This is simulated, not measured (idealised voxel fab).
Presented below is a process module, voxel air gaps.
Cross-sectional view cut (width: 240 nm; square cell size: 5 nm).
Bands, listed from the top down, are how a cross-section gets written in this document; the cross-section itself is a grid of square cells, and a band is one or more rows of them.
Within each band entry, the heights of the top and of the bottom of the band appear first, in that order and in nm; the materials of the band then follow from left to right, each with its corresponding width in nm. The designation "full width" on a single material indicates that it fills the band from edge to edge; the designation "blank" indicates empty space.
Counting heights begins at 0, where everything beneath is, in the wafer as received, one material. The lowest band has no bottom; it goes on downwards, as "0 and below" shows.
It should be noted that a width expressed as "30..40" varies in equal increments from row to row of cells within the band, taking the value of the first number at the top row and that of the second number at the bottom row.
What does "nothing was modified" mean for a step? It means no cell of the cross-section changed in that step.
Each empty space that has no open way to the top and spans at least 8 cells appears under "Enclosed void list" as width x height at distance, the distance counted from the left edge, all in nm.
On a step's line, text after the settings is the simulator commenting on that step.
overlay nm: mask right of planned place by this much (step with mask). Neg. = left.

The process steps that were planned are listed below:
1 op RECEIVE | material Si
2 op CONFORMAL_DEP | material SiO2 | thk nm 10
3 op CONFORMAL_DEP | material SiCN | thk nm 5
4 op DIRECTIONAL_DEP | material SiO2 | thk nm 40
5 op MASKED_ETCH | tone open | mask id LINES | width nm 15 | pitch nm 45 | etch materials SiO2 | depth nm 40 | overlay nm 0
6 op CONFORMAL_DEP | material TiN | thk nm 5
7 op FILL_DEP | material Cu | thk nm 10
8 op CMP | height nm 55
9 op EPI | material Ru | thk nm 10
10 op SELECTIVE_ETCH | etch materials SiO2 | depth nm 50
11 op CONFORMAL_DEP | material SiCN | thk nm 5

Cross-section of the wafer upon arrival, representing the state reached after step 1:
> 0 and below: Si full width
> Enclosed void list: none

Wafer cross-section at end of module: start and plan as shown above, one execution error:
> 70 down to 65: 35 blank / 180 SiCN / 25 blank
> 65 down to 55: 35 blank / 5 SiCN / 35 Ru / 10 SiCN / 35 Ru / 10 SiCN / 35 Ru / 10 SiCN / 35 Ru / 5 SiCN / 25 blank
> 55 down to 50: 35 blank / 15 SiCN / 5 TiN / 5 Cu / 5 TiN / 30 SiCN / 5 TiN / 5 Cu / 5 TiN / 30 SiCN / 5 TiN / 5 Cu / 5 TiN / 30 SiCN / 5 TiN / 5 Cu / 5 TiN / 15 SiCN / 25 blank
> 50 down to 20: 45 blank / 5 SiCN / 5 TiN / 5 Cu / 5 TiN / 5 SiCN / 20 blank / 5 SiCN / 5 TiN / 5 Cu / 5 TiN / 5 SiCN / 20 blank / 5 SiCN / 5 TiN / 5 Cu / 5 TiN / 5 SiCN / 20 blank / 5 SiCN / 5 TiN / 5 Cu / 5 TiN / 5 SiCN / 35 blank
> 20 down to 15: 50 SiCN / 15 TiN / 30 SiCN / 15 TiN / 30 SiCN / 15 TiN / 30 SiCN / 15 TiN / 40 SiCN
> 15 down to 10: SiCN full width
> 10 down to 0: SiO2 full width
> 0 and below: Si full width
> Enclosed void list: 20 x 30 at 70; 20 x 30 at 115; 20 x 30 at 160
Diagnosis: step 5 went in with a setting other than planned; the actual run was op MASKED_ETCH | tone open | mask id LINES | width nm 15 | pitch nm 45 | etch materials SiO2 | depth nm 40 | overlay nm 5
